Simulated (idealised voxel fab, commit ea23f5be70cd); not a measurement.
Herein follows the process module entitled voxel transistor to metal.
Section cut is 260 nm wide and gridded with 5 nm square cells.
Just so we're on the same page, the cross-sections are grids of square cells, and they're listed out in bands top to bottom, each band one or more rows deep. A band entry consists of two parts. The first gives the height of the band's top and the height of its bottom, in nm. The rest lists the band's materials from left to right, each with its width in nm. A single material labelled with the word "edge to edge" fills the band from edge to edge, and the word "empty" marks empty space. Note: height 0 marks the level under which the wafer is uniformly one material as received. Lowest band unbounded below, written "top 0, no bottom". Think of "30->40" as a width that walks from the first number to the second as you go down the band, top row to bottom row, taking equal-sized steps from row to row. Take "no change" at face value: in the step it is given for, the cross-section changed in none of its cells. Entry "Sealed voids" = empty spaces >= 8 cells with no open way to the top; each as width x height at distance, distance from left edge, all nm. Read whatever lies past the settings on a step's line as the simulator's own remark about the step. A step line may carry the setting "overlay nm", which, for steps involving a mask, states the distance by which the mask lay to the right of its intended position; negative values denote displacement to the left.

-- So here's the lineup of process steps we planned
1,RECEIVE: material Si
2,OXIDIZE: depth nm 5
3,CONFORMAL_DEP: material SiN, thk nm 15
4,PATTERN: tone cover, mask id ACTIVE, material resist, width nm 95, pitch nm 125, thk nm 15, overlay nm 0
5,DIRECTIONAL_ETCH: etch materials SiN, depth nm 15
6,DIRECTIONAL_ETCH: etch materials SiO2, depth nm 5
7,DIRECTIONAL_ETCH: etch materials Si, depth nm 30
8,STRIP: etch materials resist
9,OXIDIZE: depth nm 5
10,FILL_DEP: material SiO2, thk nm 10
11,CMP: height nm 15
12,SELECTIVE_ETCH: etch materials SiO2, depth nm 10
13,STRIP: etch materials SiN
14,SELECTIVE_ETCH: etch materials SiO2, depth nm 5
15,OXIDIZE: depth nm 5
16,DIRECTIONAL_DEP: material polySi, thk nm 25
17,DIRECTIONAL_DEP: material SiCN, thk nm 15
18,MASKED_ETCH: tone cover, mask id GATE, width nm 15, pitch nm 125, etch materials SiCN, depth nm 25, overlay nm 0
19,MASKED_ETCH: tone cover, mask id GATE, width nm 25, pitch nm 125, etch materials polySi, depth nm 35, overlay nm 0
20,CONFORMAL_DEP: material SiN, thk nm 5
21,DIRECTIONAL_ETCH: etch materials SiN, depth nm 5
22,DIRECTIONAL_ETCH: etch materials SiO2, depth nm 5
23,DIRECTIONAL_ETCH: etch materials Si, depth nm 15
24,EPI: material SiGe, thk nm 15
25,FILL_DEP: material SiO2, thk nm 5
26,CMP: height nm 35
27,DIRECTIONAL_DEP: material SiO2, thk nm 15
28,MASKED_ETCH: tone open, mask id CONTACT, width nm 25, etch materials SiO2, depth nm 60, overlay nm 0
29,CONFORMAL_DEP: material TiN, thk nm 5
30,FILL_DEP: material W, thk nm 5
31,CMP: height nm 50
32,CONFORMAL_DEP: material SiN, thk nm 5
33,DIRECTIONAL_DEP: material SiO2, thk nm 15
34,DIRECTIONAL_DEP: material aC, thk nm 15
35,PATTERN: tone open, mask id METAL_1, material resist, width nm 15, thk nm 30, overlay nm 0
36,DIRECTIONAL_ETCH: etch materials aC, depth nm 15
37,STRIP: etch materials resist
38,DIRECTIONAL_ETCH: etch materials SiO2, depth nm 15
39,DIRECTIONAL_ETCH: etch materials SiN, depth nm 5
40,STRIP: etch materials aC
41,CONFORMAL_DEP: material TiN, thk nm 5
42,FILL_DEP: material Cu, thk nm 10
43,CMP: height nm 70
44,CONFORMAL_DEP: material SiN, thk nm 5
What sets these wafers apart? The width nm at step 18. They all start alike, and the plan carries the first wafer's value.

-- Cross-section of the first of several wafers as received (after step 1)
	top 0, no bottom  Si edge to edge
	Sealed voids: none

-- For your reference, the table is organized with a row per wafer; each row reflects the wafer at the end of the module, indicating for each material the cells gained (+) or lost (-) since receipt, and thereafter its closed voids
width nm 15; +12 Cu; -272 Si; +18 SiCN; +96 SiGe; +128 SiN; +508 SiO2; +144 TiN; +96 W; +50 polySi; Sealed voids: none
width nm 20; +12 Cu; -272 Si; +24 SiCN; +96 SiGe; +128 SiN; +502 SiO2; +144 TiN; +96 W; +50 polySi; Sealed voids: none
width nm 25; +12 Cu; -272 Si; +30 SiCN; +96 SiGe; +128 SiN; +496 SiO2; +144 TiN; +96 W; +50 polySi; Sealed voids: none
width nm 30; +12 Cu; -266 Si; +36 SiCN; +90 SiGe; +128 SiN; +498 SiO2; +138 TiN; +84 W; +60 polySi; Sealed voids: none
width nm 35; +12 Cu; -260 Si; +42 SiCN; +84 SiGe; +128 SiN; +500 SiO2; +132 TiN; +72 W; +70 polySi; Sealed voids: none
width nm 40; +12 Cu; -254 Si; +48 SiCN; +78 SiGe; +128 SiN; +502 SiO2; +126 TiN; +60 W; +80 polySi; Sealed voids: none
